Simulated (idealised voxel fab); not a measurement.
The document below concerns the process module designated voxel lift off.
cross-section cut | 230 nm wide | cells 5 nm
If you're reading a cross-section in this doc, picture square cells in a grid; it comes to you as bands, top ones listed first down to the bottom, and a band can be one or more rows of cells. Per band: top height and bottom height in nm, followed by the left-to-right materials and their widths in nm; "full width" marks a single material spanning edge to edge, "blank" marks empty space. Where do heights start? At 0: under that level the wafer as delivered is made of one material only. And the lowest band has no floor; it just carries on downward, as in "z 0 and below". The two numbers in a width such as "30..40" mark its ends across the band: the first belongs to the top row of cells, the second to the bottom row, and from each row to the next the width moves by the same amount. Take "nothing got changed" at face value: in the step it is given for, the cross-section changed in none of its cells. Enclosed voids (no open way to top), threshold 8 cells or more, entry "Cavities, sealed", notation width x height at distance, distance from left edge, nm. Formally, on a step line, whatever follows the settings is a remark that the simulator itself makes on the step. overlay nm, on a step with a mask: how far to the right of its planned place the mask lay; to the left if negative.
-- The process steps that were planned are listed below
1,RECEIVE, material Si
2,CONFORMAL_DEP, material SiN, thk nm 5
3,PATTERN, tone open, mask id LINES, material resist, width nm 30, pitch nm 55, thk nm 15, overlay nm 0
4,DIRECTIONAL_DEP, material Ru, thk nm 5
5,STRIP, etch materials resist
6,CONFORMAL_DEP, material SiO2, thk nm 10
Among the wafers covered here, the point of difference is the thk nm at step 2; their starting state is shared, and the plan presents the value of the first wafer.
-- Cross-section, first of several wafers, as delivered after step 1
    z 0 and below: Si full width
    Cavities, sealed: none
-- The table below has one row for each wafer; a row shows, as of the end of the module, how many cells of each material the wafer has gained, marked (+), or lost, marked (-), since it was received, and then the wafer's closed voids
thk nm 5, +18 Ru, +46 SiN, +104 SiO2, Cavities, sealed: none
thk nm 10, +18 Ru, +92 SiN, +104 SiO2, Cavities, sealed: none
thk nm 15, +18 Ru, +138 SiN, +104 SiO2, Cavities, sealed: none
thk nm 20, +18 Ru, +184 SiN, +104 SiO2, Cavities, sealed: none
